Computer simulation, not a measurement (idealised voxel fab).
process module | voxel self aligned vias
cross-section cut | 170 nm wide | cells 5 nm
A cross-section is a grid of square cells, given in bands from the top down. A band is one or more rows of cells.
Each band's line starts with the height of the band's top and of its bottom, in nm. Then come its materials from left to right, each with its width in nm. One material with "throughout" fills the band from edge to edge. "air" is empty space.
Height 0 is the level under which the wafer as received is all one material. The lowest band goes on downwards, as in "0 down".
A width such as "30 to 40" changes by the same amount from each row of cells to the next, from the band's top row to its bottom row.
"no change" after a step means that no cell of the cross-section changed.
closed voids: empty space of 8 cells or more with no open way to the top, each as width x height at its distance from the left edge, in nm
after a step's settings: what the simulator itself notes on the step
overlay nm, on a step with a mask: how far to the right of its planned place the mask lay; to the left if negative
plan
1 op RECEIVE | material Si
2 op CONFORMAL_DEP | material SiO2 | thk nm 10
3 op CONFORMAL_DEP | material SiCN | thk nm 5
4 op DIRECTIONAL_DEP | material SiO2 | thk nm 30
5 op DIRECTIONAL_DEP | material aC | thk nm 10
6 op PATTERN | tone open | mask id LINES | material resist | width nm 20 | pitch nm 45 | thk nm 25 | overlay nm 0
7 op DIRECTIONAL_ETCH | etch materials aC | depth nm 10
8 op STRIP | etch materials resist
9 op DIRECTIONAL_ETCH | etch materials SiO2 | depth nm 30
10 op STRIP | etch materials aC
11 op CONFORMAL_DEP | material TiN | thk nm 5
12 op FILL_DEP | material W | thk nm 10
13 op CMP | height nm 45
14 op SELECTIVE_ETCH | etch materials W Ru TiN | depth nm 10
15 op FILL_DEP | material SiN | thk nm 10
16 op CMP | height nm 45
17 op DIRECTIONAL_DEP | material SiO2 | thk nm 15
18 op PATTERN | tone open | mask id VIAS | material resist | width nm 30 | pitch nm 45 | thk nm 15 | overlay nm 0
19 op DIRECTIONAL_ETCH | etch materials SiO2 | depth nm 15
20 op DIRECTIONAL_ETCH | etch materials SiN | depth nm 10
21 op STRIP | etch materials resist
22 op CONFORMAL_DEP | material TiN | thk nm 5
23 op FILL_DEP | material W | thk nm 5
24 op CMP | height nm 60
25 op CONFORMAL_DEP | material SiCN | thk nm 5
first wafer, as planned
as received, after step 1
  0 down: Si throughout
  closed voids: none
after step 2
  10 to 0: SiO2 throughout
  below 0: unchanged
after step 3
  15 to 10: SiCN throughout
  below 10: unchanged
after step 4
  45 to 15: SiO2 throughout
  below 15: unchanged
after step 5
  55 to 45: aC throughout
  below 45: unchanged
after step 6
  80 to 55: resist 50 | air 20 | resist 25 | air 20 | resist 55
  below 55: unchanged
after step 7
  70 to 55: resist 50 | air 20 | resist 25 | air 20 | resist 55
  55 to 45: aC 50 | air 20 | aC 25 | air 20 | aC 55
  below 45: unchanged
after step 8
  55 to 45: aC 50 | air 20 | aC 25 | air 20 | aC 55
  below 45: unchanged
after step 9
  55 to 45: aC 50 | air 20 | aC 25 | air 20 | aC 55
  45 to 15: SiO2 50 | air 20 | SiO2 25 | air 20 | SiO2 55
  below 15: unchanged
after step 10
  45 to 15: SiO2 50 | air 20 | SiO2 25 | air 20 | SiO2 55
  below 15: unchanged
after step 11
  50 to 45: TiN 55 | air 10 | TiN 35 | air 10 | TiN 60
  45 to 20: SiO2 50 | TiN 5 | air 10 | TiN 5 | SiO2 25 | TiN 5 | air 10 | TiN 5 | SiO2 55
  20 to 15: SiO2 50 | TiN 20 | SiO2 25 | TiN 20 | SiO2 55
  below 15: unchanged
after step 12
  60 to 50: W throughout
  50 to 45: TiN 55 | W 10 | TiN 35 | W 10 | TiN 60
  45 to 20: SiO2 50 | TiN 5 | W 10 | TiN 5 | SiO2 25 | TiN 5 | W 10 | TiN 5 | SiO2 55
  below 20: unchanged
after step 13
  45 to 20: SiO2 50 | TiN 5 | W 10 | TiN 5 | SiO2 25 | TiN 5 | W 10 | TiN 5 | SiO2 55
  below 20: unchanged
after step 14
  45 to 35: SiO2 50 | air 20 | SiO2 25 | air 20 | SiO2 55
  below 35: unchanged
after step 15
  55 to 45: SiN throughout
  45 to 35: SiO2 50 | SiN 20 | SiO2 25 | SiN 20 | SiO2 55
  below 35: unchanged
after step 16
  45 to 35: SiO2 50 | SiN 20 | SiO2 25 | SiN 20 | SiO2 55
  below 35: unchanged
after step 17
  60 to 45: SiO2 throughout
  below 45: unchanged
after step 18
  75 to 60: resist 45 | air 30 | resist 15 | air 30 | resist 50
  below 60: unchanged
after step 19
  75 to 60: resist 45 | air 30 | resist 15 | air 30 | resist 50
  60 to 45: SiO2 45 | air 30 | SiO2 15 | air 30 | SiO2 50
  below 45: unchanged
after step 20
  75 to 60: resist 45 | air 30 | resist 15 | air 30 | resist 50
  60 to 45: SiO2 45 | air 30 | SiO2 15 | air 30 | SiO2 50
  45 to 35: SiO2 50 | air 20 | SiO2 25 | air 20 | SiO2 55
  below 35: unchanged
after step 21
  60 to 45: SiO2 45 | air 30 | SiO2 15 | air 30 | SiO2 50
  below 45: unchanged
after step 22
  65 to 60: TiN 50 | air 20 | TiN 25 | air 20 | TiN 55
  60 to 50: SiO2 45 | TiN 5 | air 20 | TiN 5 | SiO2 15 | TiN 5 | air 20 | TiN 5 | SiO2 50
  50 to 40: SiO2 45 to 50 | TiN 10 to 5 | air 10 | TiN 10 to 5 | SiO2 15 to 25 | TiN 10 to 5 | air 10 | TiN 10 to 5 | SiO2 50 to 55
  40 to 35: SiO2 50 | TiN 20 | SiO2 25 | TiN 20 | SiO2 55
  below 35: unchanged
after step 23
  70 to 65: W throughout
  65 to 60: TiN 50 | W 20 | TiN 25 | W 20 | TiN 55
  60 to 50: SiO2 45 | TiN 5 | W 20 | TiN 5 | SiO2 15 | TiN 5 | W 20 | TiN 5 | SiO2 50
  50 to 40: SiO2 45 to 50 | TiN 10 to 5 | W 10 | TiN 10 to 5 | SiO2 15 to 25 | TiN 10 to 5 | W 10 | TiN 10 to 5 | SiO2 50 to 55
  below 40: unchanged
after step 24
  60 to 50: SiO2 45 | TiN 5 | W 20 | TiN 5 | SiO2 15 | TiN 5 | W 20 | TiN 5 | SiO2 50
  below 50: unchanged
after step 25
  65 to 60: SiCN throughout
  below 60: unchanged
second wafer: like start, like plan, one mistake. Through step 18 it matches the first wafer
when step 19 should have ended
  75 to 60: resist 45 | air 30 | resist 15 | air 30 | resist 50
  60 to 45: SiO2 45 | air 30 | SiO2 15 | air 30 | SiO2 50
  45 to 35: SiO2 45 | air 5 | SiN 20 | air 5 | SiO2 15 | air 5 | SiN 20 | air 5 | SiO2 50
  35 to 30: SiO2 45 | air 5 | TiN 5 | W 10 | TiN 5 | air 5 | SiO2 15 | air 5 | TiN 5 | W 10 | TiN 5 | air 5 | SiO2 50
  below 30: unchanged
when step 20 should have ended
  75 to 60: resist 45 | air 30 | resist 15 | air 30 | resist 50
  60 to 35: SiO2 45 | air 30 | SiO2 15 | air 30 | SiO2 50
  below 35: unchanged
when step 21 should have ended
  60 to 35: SiO2 45 | air 30 | SiO2 15 | air 30 | SiO2 50
  below 35: unchanged
when step 22 should have ended
  65 to 60: TiN 50 | air 20 | TiN 25 | air 20 | TiN 55
  60 to 40: SiO2 45 | TiN 5 | air 20 | TiN 5 | SiO2 15 | TiN 5 | air 20 | TiN 5 | SiO2 50
  40 to 35: SiO2 45 | TiN 30 | SiO2 15 | TiN 30 | SiO2 50
  35 to 30: SiO2 45 | TiN 10 | W 10 | TiN 10 | SiO2 15 | TiN 10 | W 10 | TiN 10 | SiO2 50
  below 30: unchanged
when step 23 should have ended
  70 to 65: W throughout
  65 to 60: TiN 50 | W 20 | TiN 25 | W 20 | TiN 55
  60 to 40: SiO2 45 | TiN 5 | W 20 | TiN 5 | SiO2 15 | TiN 5 | W 20 | TiN 5 | SiO2 50
  below 40: unchanged
when step 24 should have ended
  60 to 40: SiO2 45 | TiN 5 | W 20 | TiN 5 | SiO2 15 | TiN 5 | W 20 | TiN 5 | SiO2 50
  below 40: unchanged
when step 25 should have ended
  65 to 60: SiCN throughout
  below 60: unchanged
what went wrong: step 19 was run twice
at the end the second wafer has, in cells: 12 fewer of SiO2 | 4 more of TiN | 8 more of W
